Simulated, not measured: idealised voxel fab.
The following process module bears the name voxel capacitor over wiring.
FYI the section here is cut, 215 nm wide, cells are 5 nm squares.
In this document a cross-section is written as a grid of square cells. It is given as a series of bands, listed from the top down, and a band is one or more rows of cells.
Per band: top height and bottom height in nm, followed by the left-to-right materials and their widths in nm; "all across" marks a single material spanning edge to edge, "air" marks empty space.
Height datum 0, below which the as-received substrate wafer is one material. Lowest band open at the bottom, running downward: "0..down".
It should be noted that a width expressed as "30 to 40" varies in equal increments from row to row of cells within the band, taking the value of the first number at the top row and that of the second number at the bottom row.
Take "no change" at face value: in the step it is given for, the cross-section changed in none of its cells.
The list in "Trapped void list" covers empty spaces of 8 cells or more that cannot reach the top through any open way, and it gives each as width x height at distance; the distance is from the left edge, and width, height and distance are in nm.
Past the settings on a step's line: simulator remark, on that step.
A step's line can hold "overlay nm"; with a mask on that step, the setting says how far right of the planned place the mask lay, while a negative setting says it lay to the left.

BELOW IS THE LIST OF PLANNED PROCESS STEPS
1. RECEIVE | material Si
2. CONFORMAL_DEP | material SiO2 | thk nm 15
3. CONFORMAL_DEP | material SiN | thk nm 5
4. DIRECTIONAL_DEP | material lowk | thk nm 20
5. MASKED_ETCH | tone open | mask id METAL_1 | width nm 25 | pitch nm 95 | etch materials lowk | depth nm 20 | overlay nm 0
6. MASKED_ETCH | tone open | mask id METAL_1 | width nm 25 | pitch nm 95 | etch materials SiN | depth nm 5 | overlay nm 0
7. CONFORMAL_DEP | material TiN | thk nm 5
8. FILL_DEP | material W | thk nm 5
9. CMP | height nm 40
10. EPI | material Ru | thk nm 5
11. FILL_DEP | material SiCN | thk nm 5
12. DIRECTIONAL_DEP | material SiO2 | thk nm 10
13. PATTERN | tone open | mask id PLUG_1 | material resist | width nm 15 | thk nm 15 | overlay nm 0
14. DIRECTIONAL_ETCH | etch materials SiO2 | depth nm 10
15. DIRECTIONAL_ETCH | etch materials SiCN | depth nm 5
16. STRIP | etch materials resist
17. CONFORMAL_DEP | material TiN | thk nm 5
18. FILL_DEP | material Ru | thk nm 5
19. CMP | height nm 60
20. DIRECTIONAL_DEP | material TiN | thk nm 10
21. DIRECTIONAL_DEP | material HfO2 | thk nm 5
22. DIRECTIONAL_DEP | material TiN | thk nm 10
23. DIRECTIONAL_DEP | material aC | thk nm 10
24. PATTERN | tone cover | mask id UPPER_PLATE | material resist | width nm 75 | thk nm 25 | overlay nm 0
25. DIRECTIONAL_ETCH | etch materials aC | depth nm 10
26. STRIP | etch materials resist
27. DIRECTIONAL_ETCH | etch materials TiN | depth nm 10
28. DIRECTIONAL_ETCH | etch materials HfO2 | depth nm 5
29. STRIP | etch materials aC
30. MASKED_ETCH | tone cover | mask id LOWER_PLATE | width nm 85 | etch materials TiN | depth nm 10 | overlay nm 0
31. FILL_DEP | material SiO2 | thk nm 20
32. CMP | height nm 100
33. PATTERN | tone open | mask id PLUG_2 | material resist | width nm 15 | thk nm 20 | overlay nm 0
34. DIRECTIONAL_ETCH | etch materials SiO2 | depth nm 15
35. STRIP | etch materials resist
36. CONFORMAL_DEP | material TiN | thk nm 5
37. FILL_DEP | material Ru | thk nm 5
38. CMP | height nm 100
39. CONFORMAL_DEP | material SiN | thk nm 5

CROSS-SECTION OF THE WAFER AT RECEIPT, WHICH IS THE CONDITION AFTER STEP 1
0..down | Si all across
Trapped void list: none

RESULT OF THE MODULE, CROSS-SECTIONED: START PER ABOVE, PLAN PER ABOVE, ONE ERROR IN HOW IT WAS RUN
105..100 | SiN all across
100..90 | 65 SiO2 | 5 TiN | 5 Ru | 5 TiN | 135 SiO2
90..85 | 65 SiO2 | 15 TiN | 135 SiO2
85..75 | 55 SiO2 | 75 TiN | 85 SiO2
75..70 | 55 SiO2 | 75 HfO2 | 85 SiO2
70..60 | 50 SiO2 | 85 TiN | 80 SiO2
60..50 | 55 SiO2 | 5 TiN | 5 Ru | 5 TiN | 145 SiO2
50..45 | 55 SiCN | 15 TiN | 145 SiCN
45..40 | 45 SiCN | 25 Ru | 70 SiCN | 25 Ru | 50 SiCN
40..20 | 50 lowk | 5 TiN | 5 W | 5 TiN | 80 lowk | 5 TiN | 5 W | 5 TiN | 55 lowk
20..15 | 50 SiN | 15 TiN | 80 SiN | 15 TiN | 55 SiN
15..0 | SiO2 all across
0..down | Si all across
Trapped void list: none
The mistake made against the process plan was this: step 5 ran with different settings than intended, the actual operation and settings being MASKED_ETCH | tone open | mask id METAL_1 | width nm 15 | pitch nm 95 | etch materials lowk | depth nm 20 | overlay nm 0
